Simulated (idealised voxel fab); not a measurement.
The document below concerns the process module designated voxel transistor to metal.
cross-section cut | 205 nm wide | cells 5 nm
Square cells in a grid make up a cross-section in this document, and the grid is given as bands, listed from the top down, each one or more rows of cells. Basically the band line says how high the top is and how high the bottom is, in nm, and then what's in it from left to right, every material with its width in nm. Empty space shows up as "air", and if a single material carries "throughout" it runs the full band edge to edge. Basically, 0 is our baseline, since under it the wafer straight out of the box is all one material. The bottom band has no lower end and keeps on going down, so it looks like "0 nm and below". You'd read "30 to 40" like this: the band's top row of cells is as wide as the first number, its bottom row is as wide as the second, and going down, every row changes width by the same amount as the row before did. "no change occurred" -> step changed no cross-section cell. The entry titled "Closed void register" provides the empty spaces that have no open way to the top, restricted to those of 8 cells or more. Each is presented as width x height at distance, the distance being measured from the left edge, with all three in nm. Whatever follows a step's settings on its line is a remark the simulator itself makes about that step. overlay nm, on a step with a mask: how far to the right of its planned place the mask lay; to the left if negative.
Listed below are the process steps as planned
1 RECEIVE, material Si
2 OXIDIZE, depth nm 5
3 CONFORMAL_DEP, material SiN, thk nm 15
4 PATTERN, tone cover, mask id ACTIVE, material resist, width nm 100, thk nm 15, overlay nm 0
5 DIRECTIONAL_ETCH, etch materials SiN, depth nm 15
6 DIRECTIONAL_ETCH, etch materials SiO2, depth nm 5
7 DIRECTIONAL_ETCH, etch materials Si, depth nm 30
8 STRIP, etch materials resist
9 OXIDIZE, depth nm 5
10 FILL_DEP, material SiO2, thk nm 10
11 CMP, height nm 15
12 SELECTIVE_ETCH, etch materials SiO2, depth nm 5
13 STRIP, etch materials SiN
14 SELECTIVE_ETCH, etch materials SiO2, depth nm 5
15 OXIDIZE, depth nm 5
16 DIRECTIONAL_DEP, material polySi, thk nm 30
17 DIRECTIONAL_DEP, material SiCN, thk nm 15
18 MASKED_ETCH, tone cover, mask id GATE, width nm 20, etch materials SiCN, depth nm 25, overlay nm 0
19 MASKED_ETCH, tone cover, mask id GATE, width nm 20, etch materials polySi, depth nm 40, overlay nm 0
20 CONFORMAL_DEP, material SiN, thk nm 10
21 DIRECTIONAL_ETCH, etch materials SiN, depth nm 10
22 DIRECTIONAL_ETCH, etch materials SiO2, depth nm 5
23 DIRECTIONAL_ETCH, etch materials Si, depth nm 10
24 EPI, material SiGe, thk nm 15
25 FILL_DEP, material SiO2, thk nm 10
26 CMP, height nm 40
27 DIRECTIONAL_DEP, material SiO2, thk nm 10
28 PATTERN, tone open, mask id CONTACT, material resist, width nm 20, pitch nm 70, thk nm 15, overlay nm 0
29 DIRECTIONAL_ETCH, etch materials SiO2, depth nm 55
30 STRIP, etch materials resist
31 CONFORMAL_DEP, material TiN, thk nm 5
32 FILL_DEP, material W, thk nm 10
33 CMP, height nm 50
34 DIRECTIONAL_DEP, material TiN, thk nm 5
35 DIRECTIONAL_DEP, material Ru, thk nm 25
36 MASKED_ETCH, tone cover, mask id METAL_1, width nm 20, pitch nm 70, etch materials Ru, depth nm 25, overlay nm 0
37 MASKED_ETCH, tone cover, mask id METAL_1, width nm 20, pitch nm 70, etch materials TiN, depth nm 5, overlay nm 0
38 FILL_DEP, material SiO2, thk nm 5
39 CMP, height nm 80
40 CONFORMAL_DEP, material SiN, thk nm 5
Cross-section of the wafer as it came to us, i.e., already through step 1
	0 nm and below  Si throughout
	Closed void register: none
Final cross-section, module run with one mistake (start and plan as above)
	85 nm to 80 nm  SiN throughout
	80 nm to 55 nm  SiO2 55 | Ru 20 | SiO2 50 | Ru 20 | SiO2 60
	55 nm to 50 nm  SiO2 55 | TiN 20 | SiO2 50 | TiN 20 | SiO2 60
	50 nm to 40 nm  SiO2 45 | TiN 5 | W 10 | TiN 5 | SiO2 50 | TiN 5 to 10 | W 10 to 5 | TiN 5 | SiO2 70
	40 nm to 25 nm  SiO2 45 | TiN 5 | W 10 | TiN 5 | SiO2 15 | SiN 10 | SiCN 20 | SiN 10 | TiN 5 | W 5 | TiN 5 | SiO2 70
	25 nm to 10 nm  SiO2 45 | TiN 5 | W 10 | TiN 5 | SiO2 15 | SiN 10 | polySi 20 | SiN 10 | TiN 5 | W 5 | TiN 5 | SiO2 70
	10 nm to 5 nm  SiO2 45 | TiN 20 | SiO2 15 | SiN 10 | polySi 20 | SiN 10 | TiN 15 | SiO2 70
	5 nm to -5 nm  SiO2 45 | SiN 10 | TiN 10 | SiGe 15 | SiN 10 | polySi 20 | SiN 10 | SiGe 15 | SiO2 10 | SiN 10 | SiO2 50
	-5 nm to -10 nm  SiO2 55 | SiGe 25 | SiO2 40 | SiGe 25 | SiO2 60
	-10 nm to -20 nm  SiO2 55 | SiGe 25 | Si 40 | SiGe 25 | SiO2 60
	-20 nm to -40 nm  SiO2 55 | Si 90 | SiO2 60
	-40 nm and below  Si throughout
	Closed void register: none
Processing error: step 28 off recipe, ran as PATTERN, tone open, mask id CONTACT, material resist, width nm 20, pitch nm 70, thk nm 15, overlay nm -10
